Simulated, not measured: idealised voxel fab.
Process module, titled voxel self aligned vias
Each square cell in cross-section cut measures 5 nm, and the section as a whole is 270 nm wide.
Cross-section = grid of square cells, listed top down in bands; band = one or more rows.
Heads up on the band format: heights come first, top then bottom, in nm. After that it's the materials left to right, each with its width in nm. A single material flagged "edge to edge" fills the whole band edge to edge, and "empty" means there's empty space there.
Below 0: as-received wafer, all one material; heights counted from there. Lowest band: no bottom, goes on down, written "0..down".
Note: "30..40" means the width goes from the first number (top row of the band) to the second number (bottom row) in equal steps per row of cells.
For the purposes of this document, the phrase "all unchanged" attached to a step denotes that no cell within the cross-section was modified by that step.
Heads up: "Sealed-off cavities" only lists the empty pockets with no open path to the top that are 8 cells or more, and it writes them as width x height at distance, distance from the left edge, in nm.
Post-settings text on a step line: simulator's own remark regarding the step.
For masked steps, "overlay nm" on the step line gives how far right of plan the mask actually lay; a minus sign means it lay to the left.

List of planned process steps
step 1: RECEIVE, material Si
step 2: CONFORMAL_DEP, material SiO2, thk nm 10
step 3: CONFORMAL_DEP, material SiCN, thk nm 5
step 4: DIRECTIONAL_DEP, material lowk, thk nm 20
step 5: MASKED_ETCH, tone open, mask id LINES, width nm 20, pitch nm 70, etch materials lowk, depth nm 20, overlay nm 0
step 6: CONFORMAL_DEP, material TiN, thk nm 5
step 7: FILL_DEP, material Ru, thk nm 10
step 8: CMP, height nm 35
step 9: SELECTIVE_ETCH, etch materials W Ru TiN, depth nm 5
step 10: FILL_DEP, material SiN, thk nm 5
step 11: CMP, height nm 35
step 12: DIRECTIONAL_DEP, material lowk, thk nm 20
step 13: DIRECTIONAL_DEP, material aC, thk nm 15
step 14: PATTERN, tone open, mask id VIAS, material resist, width nm 40, pitch nm 70, thk nm 30, overlay nm 0
step 15: DIRECTIONAL_ETCH, etch materials aC, depth nm 15
step 16: STRIP, etch materials resist
step 17: DIRECTIONAL_ETCH, etch materials lowk, depth nm 20
step 18: DIRECTIONAL_ETCH, etch materials SiN, depth nm 5
step 19: STRIP, etch materials aC
step 20: CONFORMAL_DEP, material TiN, thk nm 5
step 21: FILL_DEP, material Ru, thk nm 10
step 22: CMP, height nm 55
step 23: CONFORMAL_DEP, material SiCN, thk nm 5

The first of a set of two wafers, run to plan

As received (post step 1): cross-section
	0..down = Si edge to edge
	Sealed-off cavities: none

Cross-section of the wafer subsequent to step 2
	10..0 = SiO2 edge to edge
	Lower than 0, everything is as it was.

Cross-section of the wafer subsequent to step 3
	15..10 = SiCN edge to edge
	Lower than 10, everything is as it was.

Cross-section of the wafer subsequent to step 4
	35..15 = lowk edge to edge
	Lower than 15, everything is as it was.

Cross-section of the wafer subsequent to step 5
	35..15 = 90 nm lowk  20 nm empty  50 nm lowk  20 nm empty  90 nm lowk
	Lower than 15, everything is as it was.

Cross-section of the wafer subsequent to step 6
	40..35 = 95 nm TiN  10 nm empty  60 nm TiN  10 nm empty  95 nm TiN
	35..20 = 90 nm lowk  5 nm TiN  10 nm empty  5 nm TiN  50 nm lowk  5 nm TiN  10 nm empty  5 nm TiN  90 nm lowk
	20..15 = 90 nm lowk  20 nm TiN  50 nm lowk  20 nm TiN  90 nm lowk
	Lower than 15, everything is as it was.

Cross-section of the wafer subsequent to step 7
	50..40 = Ru edge to edge
	40..35 = 95 nm TiN  10 nm Ru  60 nm TiN  10 nm Ru  95 nm TiN
	35..20 = 90 nm lowk  5 nm TiN  10 nm Ru  5 nm TiN  50 nm lowk  5 nm TiN  10 nm Ru  5 nm TiN  90 nm lowk
	Lower than 20, everything is as it was.

Cross-section of the wafer subsequent to step 8
	35..20 = 90 nm lowk  5 nm TiN  10 nm Ru  5 nm TiN  50 nm lowk  5 nm TiN  10 nm Ru  5 nm TiN  90 nm lowk
	Lower than 20, everything is as it was.

Cross-section of the wafer subsequent to step 9
	35..30 = 90 nm lowk  20 nm empty  50 nm lowk  20 nm empty  90 nm lowk
	Lower than 30, everything is as it was.

Cross-section of the wafer subsequent to step 10
	40..35 = SiN edge to edge
	35..30 = 90 nm lowk  20 nm SiN  50 nm lowk  20 nm SiN  90 nm lowk
	Lower than 30, everything is as it was.

Cross-section of the wafer subsequent to step 11
	35..30 = 90 nm lowk  20 nm SiN  50 nm lowk  20 nm SiN  90 nm lowk
	Lower than 30, everything is as it was.

Cross-section of the wafer subsequent to step 12
	55..35 = lowk edge to edge
	Lower than 35, everything is as it was.

Cross-section of the wafer subsequent to step 13
	70..55 = aC edge to edge
	Lower than 55, everything is as it was.

Cross-section of the wafer subsequent to step 14
	100..70 = 80 nm resist  40 nm empty  30 nm resist  40 nm empty  80 nm resist
	Lower than 70, everything is as it was.

Cross-section of the wafer subsequent to step 15
	85..70 = 80 nm resist  40 nm empty  30 nm resist  40 nm empty  80 nm resist
	70..55 = 80 nm aC  40 nm empty  30 nm aC  40 nm empty  80 nm aC
	Lower than 55, everything is as it was.

Cross-section of the wafer subsequent to step 16
	70..55 = 80 nm aC  40 nm empty  30 nm aC  40 nm empty  80 nm aC
	Lower than 55, everything is as it was.

Cross-section of the wafer subsequent to step 17
	70..55 = 80 nm aC  40 nm empty  30 nm aC  40 nm empty  80 nm aC
	55..35 = 80 nm lowk  40 nm empty  30 nm lowk  40 nm empty  80 nm lowk
	Lower than 35, everything is as it was.

Cross-section of the wafer subsequent to step 18
	70..55 = 80 nm aC  40 nm empty  30 nm aC  40 nm empty  80 nm aC
	55..35 = 80 nm lowk  40 nm empty  30 nm lowk  40 nm empty  80 nm lowk
	35..30 = 90 nm lowk  20 nm empty  50 nm lowk  20 nm empty  90 nm lowk
	Lower than 30, everything is as it was.

Cross-section of the wafer subsequent to step 19
	55..35 = 80 nm lowk  40 nm empty  30 nm lowk  40 nm empty  80 nm lowk
	Lower than 35, everything is as it was.

Cross-section of the wafer subsequent to step 20
	60..55 = 85 nm TiN  30 nm empty  40 nm TiN  30 nm empty  85 nm TiN
	55..40 = 80 nm lowk  5 nm TiN  30 nm empty  5 nm TiN  30 nm lowk  5 nm TiN  30 nm empty  5 nm TiN  80 nm lowk
	40..35 = 80 nm lowk  15 nm TiN  10 nm empty  15 nm TiN  30 nm lowk  15 nm TiN  10 nm empty  15 nm TiN  80 nm lowk
	35..30 = 90 nm lowk  20 nm TiN  50 nm lowk  20 nm TiN  90 nm lowk
	Lower than 30, everything is as it was.

Cross-section of the wafer subsequent to step 21
	70..60 = Ru edge to edge
	60..55 = 85 nm TiN  30 nm Ru  40 nm TiN  30 nm Ru  85 nm TiN
	55..40 = 80 nm lowk  5 nm TiN  30 nm Ru  5 nm TiN  30 nm lowk  5 nm TiN  30 nm Ru  5 nm TiN  80 nm lowk
	40..35 = 80 nm lowk  15 nm TiN  10 nm Ru  15 nm TiN  30 nm lowk  15 nm TiN  10 nm Ru  15 nm TiN  80 nm lowk
	Lower than 35, everything is as it was.

Cross-section of the wafer subsequent to step 22
	55..40 = 80 nm lowk  5 nm TiN  30 nm Ru  5 nm TiN  30 nm lowk  5 nm TiN  30 nm Ru  5 nm TiN  80 nm lowk
	Lower than 40, everything is as it was.

Cross-section of the wafer subsequent to step 23
	60..55 = SiCN edge to edge
	Lower than 55, everything is as it was.

The second wafer: identical to the first at the outset and in its planned sequence, differing only in that one mistake was made during processing; up to and including step 21, its path is the first wafer's path

Cross-section: second wafer, time at which step 22 was scheduled to end: all unchanged

Cross-section: second wafer, time at which step 23 was scheduled to end
	75..70 = SiCN edge to edge
	Lower than 70, everything is as it was.
Here's what went sideways: plan step 22: skipped, not run
at the end the second wafer has, in cells: +120 Ru; +42 TiN
